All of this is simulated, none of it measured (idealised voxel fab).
voxel ribs on slabs: a process module
This is section cut - it's 295 nm across, gridded in 5 nm square cells.
Cross-section = grid of square cells, listed top down in bands; band = one or more rows. It is stipulated that each band's entry specify, in nanometres, the height of the top of the band and then that of its bottom, followed by the materials of the band in left-to-right sequence, each together with its width in nanometres. A single material marked by the word "edge to edge" is understood to fill the band from edge to edge; the word "air" is understood to denote empty space. Heights from 0 (as-received wafer is one material below). Bottom band endless downward, as "0 and below". Per-row width for "30->40": begins at first number (top row of band), ends at second number (bottom row), increment between rows held constant. Where the words "everything unchanged" appear for a step, the cross-section shows no cell changed by that step; every cell remained as before. The list in "Enclosed void entries" covers empty spaces of 8 cells or more that cannot reach the top through any open way, and it gives each as width x height at distance; the distance is from the left edge, and width, height and distance are in nm. Where a step's line continues beyond its settings, the continuation is a remark by the simulator itself on that step. A step's line can hold "overlay nm"; with a mask on that step, the setting says how far right of the planned place the mask lay, while a negative setting says it lay to the left.

### The process steps that were planned are listed below
1: RECEIVE with material Si
2: DIRECTIONAL_DEP with material SiO2, thk nm 25
3: DIRECTIONAL_DEP with material polySi, thk nm 15
4: PATTERN with tone cover, mask id RIB, material resist, width nm 30, thk nm 15, overlay nm 0
5: DIRECTIONAL_ETCH with etch materials polySi, depth nm 5
6: STRIP with etch materials resist
7: MASKED_ETCH with tone cover, mask id SLAB, width nm 60, etch materials polySi, depth nm 10, overlay nm 0
8: FILL_DEP with material SiO2, thk nm 20
9: CMP with height nm 55
10: DIRECTIONAL_DEP with material TiN, thk nm 5
11: MASKED_ETCH with tone cover, mask id HEATER, width nm 40, etch materials TiN, depth nm 5, overlay nm 0
12: CONFORMAL_DEP with material SiN, thk nm 5

### Delivered wafer in cross-section: state after step 1
  0 and below  Si edge to edge
  Enclosed void entries: none

### Final cross-section, module run with one mistake (start and plan as above)
  65 down to 60  air 120, SiN 50, air 125
  60 down to 55  SiN 125, TiN 40, SiN 130
  55 down to 50  SiO2 115, polySi 60, SiO2 120
  50 down to 0  SiO2 edge to edge
  0 and below  Si edge to edge
  Enclosed void entries: none
Error vs. plan: step 2 of the plan was twice carried out
